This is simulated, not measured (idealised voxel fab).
Process module, titled voxel self aligned vias
Each square cell in cross-section cut measures 5 nm, and the section as a whole is 245 nm wide.
In what follows, cross-sections appear as grids of square cells, described through bands that run from the top down, where every band is one or more rows of cells.
Read a band's entry like this: the first values are the height of its top and the height of its bottom in nm, and what follows is the sequence of materials from left to right, each with its width in nm. Note that "blank" is empty space, and that a single material marked "full width" reaches across the band from edge to edge.
Beneath 0, the wafer as received is one material, and that level is where height counting begins. The lowest band goes on downward without a bottom; it is written like "from 0 down".
Top row gets the first number, bottom row gets the second, and each row in between changes by the same step: that is how a band width like "30..40" works.
"everything unchanged" for a step: no cell of the cross-section changed in that step.
Heads up: "Voids, sealed" only lists the empty pockets with no open path to the top that are 8 cells or more, and it writes them as width x height at distance, distance from the left edge, in nm.
after a step's settings: what the simulator itself notes on the step
The optional step-line setting "overlay nm" applies to steps with a mask and quantifies how far to the right of its planned location the mask lay, a negative value indicating leftward placement.

## So here's the lineup of process steps we planned
1: RECEIVE (material Si)
2: CONFORMAL_DEP (material SiO2; thk nm 15)
3: CONFORMAL_DEP (material SiCN; thk nm 5)
4: DIRECTIONAL_DEP (material SiO2; thk nm 25)
5: MASKED_ETCH (tone open; mask id LINES; width nm 25; pitch nm 65; etch materials SiO2; depth nm 25; overlay nm 0)
6: CONFORMAL_DEP (material TiN; thk nm 5)
7: FILL_DEP (material Ru; thk nm 5)
8: CMP (height nm 45)
9: SELECTIVE_ETCH (etch materials W Ru TiN; depth nm 5)
10: FILL_DEP (material SiN; thk nm 5)
11: CMP (height nm 45)
12: DIRECTIONAL_DEP (material SiO2; thk nm 15)
13: DIRECTIONAL_DEP (material aC; thk nm 10)
14: PATTERN (tone open; mask id VIAS; material resist; width nm 45; pitch nm 130; thk nm 25; overlay nm 0)
15: DIRECTIONAL_ETCH (etch materials aC; depth nm 10)
16: STRIP (etch materials resist)
17: DIRECTIONAL_ETCH (etch materials SiO2; depth nm 15)
18: DIRECTIONAL_ETCH (etch materials SiN; depth nm 5)
19: STRIP (etch materials aC)
20: CONFORMAL_DEP (material TiN; thk nm 5)
21: FILL_DEP (material Ru; thk nm 10)
22: CMP (height nm 60)
23: CONFORMAL_DEP (material SiN; thk nm 5)

## On the first of the two wafers: run conducted according to plan

## Cross-section of the wafer as it came to us, i.e., already through step 1
  from 0 down | Si full width
  Voids, sealed: none

## Upon completion of step 2, the wafer appears in cross-section as shown
  from 15 to 0 | SiO2 full width
  Unchanged below 0.

## Upon completion of step 3, the wafer appears in cross-section as shown
  from 20 to 15 | SiCN full width
  Unchanged below 15.

## Upon completion of step 4, the wafer appears in cross-section as shown
  from 45 to 20 | SiO2 full width
  Unchanged below 20.

## Upon completion of step 5, the wafer appears in cross-section as shown
  from 45 to 20 | SiO2=45, then blank=25, then SiO2=40, then blank=25, then SiO2=40, then blank=25, then SiO2=45
  Unchanged below 20.

## Upon completion of step 6, the wafer appears in cross-section as shown
  from 50 to 45 | TiN=50, then blank=15, then TiN=50, then blank=15, then TiN=50, then blank=15, then TiN=50
  from 45 to 25 | SiO2=45, then TiN=5, then blank=15, then TiN=5, then SiO2=40, then TiN=5, then blank=15, then TiN=5, then SiO2=40, then TiN=5, then blank=15, then TiN=5, then SiO2=45
  from 25 to 20 | SiO2=45, then TiN=25, then SiO2=40, then TiN=25, then SiO2=40, then TiN=25, then SiO2=45
  Unchanged below 20.

## Upon completion of step 7, the wafer appears in cross-section as shown
  from 55 to 50 | Ru full width
  from 50 to 45 | TiN=50, then Ru=15, then TiN=50, then Ru=15, then TiN=50, then Ru=15, then TiN=50
  from 45 to 25 | SiO2=45, then TiN=5, then Ru=15, then TiN=5, then SiO2=40, then TiN=5, then Ru=15, then TiN=5, then SiO2=40, then TiN=5, then Ru=15, then TiN=5, then SiO2=45
  Unchanged below 25.

## Upon completion of step 8, the wafer appears in cross-section as shown
  from 45 to 25 | SiO2=45, then TiN=5, then Ru=15, then TiN=5, then SiO2=40, then TiN=5, then Ru=15, then TiN=5, then SiO2=40, then TiN=5, then Ru=15, then TiN=5, then SiO2=45
  Unchanged below 25.

## Upon completion of step 9, the wafer appears in cross-section as shown
  from 45 to 40 | SiO2=45, then blank=25, then SiO2=40, then blank=25, then SiO2=40, then blank=25, then SiO2=45
  Unchanged below 40.

## Upon completion of step 10, the wafer appears in cross-section as shown
  from 50 to 45 | SiN full width
  from 45 to 40 | SiO2=45, then SiN=25, then SiO2=40, then SiN=25, then SiO2=40, then SiN=25, then SiO2=45
  Unchanged below 40.

## Upon completion of step 11, the wafer appears in cross-section as shown
  from 45 to 40 | SiO2=45, then SiN=25, then SiO2=40, then SiN=25, then SiO2=40, then SiN=25, then SiO2=45
  Unchanged below 40.

## Upon completion of step 12, the wafer appears in cross-section as shown
  from 60 to 45 | SiO2 full width
  Unchanged below 45.

## Upon completion of step 13, the wafer appears in cross-section as shown
  from 70 to 60 | aC full width
  Unchanged below 60.

## Upon completion of step 14, the wafer appears in cross-section as shown
  from 95 to 70 | resist=35, then blank=45, then resist=85, then blank=45, then resist=35
  Unchanged below 70.

## Upon completion of step 15, the wafer appears in cross-section as shown
  from 85 to 70 | resist=35, then blank=45, then resist=85, then blank=45, then resist=35
  from 70 to 60 | aC=35, then blank=45, then aC=85, then blank=45, then aC=35
  Unchanged below 60.

## Upon completion of step 16, the wafer appears in cross-section as shown
  from 70 to 60 | aC=35, then blank=45, then aC=85, then blank=45, then aC=35
  Unchanged below 60.

## Upon completion of step 17, the wafer appears in cross-section as shown
  from 70 to 60 | aC=35, then blank=45, then aC=85, then blank=45, then aC=35
  from 60 to 45 | SiO2=35, then blank=45, then SiO2=85, then blank=45, then SiO2=35
  Unchanged below 45.

## Upon completion of step 18, the wafer appears in cross-section as shown
  from 70 to 60 | aC=35, then blank=45, then aC=85, then blank=45, then aC=35
  from 60 to 45 | SiO2=35, then blank=45, then SiO2=85, then blank=45, then SiO2=35
  from 45 to 40 | SiO2=45, then blank=25, then SiO2=40, then SiN=25, then SiO2=40, then blank=25, then SiO2=45
  Unchanged below 40.

## Upon completion of step 19, the wafer appears in cross-section as shown
  from 60 to 45 | SiO2=35, then blank=45, then SiO2=85, then blank=45, then SiO2=35
  Unchanged below 45.

## Upon completion of step 20, the wafer appears in cross-section as shown
  from 65 to 60 | TiN=40, then blank=35, then TiN=95, then blank=35, then TiN=40
  from 60 to 50 | SiO2=35, then TiN=5, then blank=35, then TiN=5, then SiO2=85, then TiN=5, then blank=35, then TiN=5, then SiO2=35
  from 50 to 45 | SiO2=35, then TiN=15, then blank=15, then TiN=15, then SiO2=85, then TiN=15, then blank=15, then TiN=15, then SiO2=35
  from 45 to 40 | SiO2=45, then TiN=25, then SiO2=40, then SiN=25, then SiO2=40, then TiN=25, then SiO2=45
  Unchanged below 40.

## Upon completion of step 21, the wafer appears in cross-section as shown
  from 75 to 65 | Ru full width
  from 65 to 60 | TiN=40, then Ru=35, then TiN=95, then Ru=35, then TiN=40
  from 60 to 50 | SiO2=35, then TiN=5, then Ru=35, then TiN=5, then SiO2=85, then TiN=5, then Ru=35, then TiN=5, then SiO2=35
  from 50 to 45 | SiO2=35, then TiN=15, then Ru=15, then TiN=15, then SiO2=85, then TiN=15, then Ru=15, then TiN=15, then SiO2=35
  Unchanged below 45.

## Upon completion of step 22, the wafer appears in cross-section as shown
  from 60 to 50 | SiO2=35, then TiN=5, then Ru=35, then TiN=5, then SiO2=85, then TiN=5, then Ru=35, then TiN=5, then SiO2=35
  Unchanged below 50.

## Upon completion of step 23, the wafer appears in cross-section as shown
  from 65 to 60 | SiN full width
  Unchanged below 60.

## The Second Wafer: Common Origin and Plan, One Mistake in Execution, Identical to the First Through Step 9

## Cross-section of the second wafer at the time by which step 10 should have been completed according to the plan
  from 50 to 45 | aC full width
  from 45 to 40 | SiO2=45, then aC=25, then SiO2=40, then aC=25, then SiO2=40, then aC=25, then SiO2=45
  Unchanged below 40.

## Cross-section of the second wafer at the time by which step 11 should have been completed according to the plan
  from 45 to 40 | SiO2=45, then aC=25, then SiO2=40, then aC=25, then SiO2=40, then aC=25, then SiO2=45
  Unchanged below 40.

## Cross-section of the second wafer at the time by which step 12 should have been completed according to the plan
  from 60 to 45 | SiO2 full width
  Unchanged below 45.

## Cross-section of the second wafer at the time by which step 13 should have been completed according to the plan
  from 70 to 60 | aC full width
  Unchanged below 60.

## Cross-section of the second wafer at the time by which step 14 should have been completed according to the plan
  from 95 to 70 | resist=35, then blank=45, then resist=85, then blank=45, then resist=35
  Unchanged below 70.

## Cross-section of the second wafer at the time by which step 15 should have been completed according to the plan
  from 85 to 70 | resist=35, then blank=45, then resist=85, then blank=45, then resist=35
  from 70 to 60 | aC=35, then blank=45, then aC=85, then blank=45, then aC=35
  Unchanged below 60.

## Cross-section of the second wafer at the time by which step 16 should have been completed according to the plan
  from 70 to 60 | aC=35, then blank=45, then aC=85, then blank=45, then aC=35
  Unchanged below 60.

## Cross-section of the second wafer at the time by which step 17 should have been completed according to the plan
  from 70 to 60 | aC=35, then blank=45, then aC=85, then blank=45, then aC=35
  from 60 to 45 | SiO2=35, then blank=45, then SiO2=85, then blank=45, then SiO2=35
  Unchanged below 45.

Cross-section of the second wafer at the time by which step 18 should have been completed according to the plan: everything unchanged

## Cross-section of the second wafer at the time by which step 19 should have been completed according to the plan
  from 60 to 45 | SiO2=35, then blank=45, then SiO2=85, then blank=45, then SiO2=35
  from 45 to 40 | SiO2=45, then blank=25, then SiO2=40, then aC=25, then SiO2=40, then blank=25, then SiO2=45
  Unchanged below 40.

## Cross-section of the second wafer at the time by which step 20 should have been completed according to the plan
  from 65 to 60 | TiN=40, then blank=35, then TiN=95, then blank=35, then TiN=40
  from 60 to 50 | SiO2=35, then TiN=5, then blank=35, then TiN=5, then SiO2=85, then TiN=5, then blank=35, then TiN=5, then SiO2=35
  from 50 to 45 | SiO2=35, then TiN=15, then blank=15, then TiN=15, then SiO2=85, then TiN=15, then blank=15, then TiN=15, then SiO2=35
  from 45 to 40 | SiO2=45, then TiN=25, then SiO2=40, then aC=25, then SiO2=40, then TiN=25, then SiO2=45
  Unchanged below 40.

## Cross-section of the second wafer at the time by which step 21 should have been completed according to the plan
  from 75 to 65 | Ru full width
  from 65 to 60 | TiN=40, then Ru=35, then TiN=95, then Ru=35, then TiN=40
  from 60 to 50 | SiO2=35, then TiN=5, then Ru=35, then TiN=5, then SiO2=85, then TiN=5, then Ru=35, then TiN=5, then SiO2=35
  from 50 to 45 | SiO2=35, then TiN=15, then Ru=15, then TiN=15, then SiO2=85, then TiN=15, then Ru=15, then TiN=15, then SiO2=35
  Unchanged below 45.

## Cross-section of the second wafer at the time by which step 22 should have been completed according to the plan
  from 60 to 50 | SiO2=35, then TiN=5, then Ru=35, then TiN=5, then SiO2=85, then TiN=5, then Ru=35, then TiN=5, then SiO2=35
  Unchanged below 50.

## Cross-section of the second wafer at the time by which step 23 should have been completed according to the plan
  from 65 to 60 | SiN full width
  Unchanged below 60.
what went wrong: step 10 ran with different settings than intended, the actual operation and settings being FILL_DEP (material aC; thk nm 5)
Heads up, by the end the second wafer has more or fewer cells of some materials compared to the first: 5 fewer of SiN | 5 more of aC
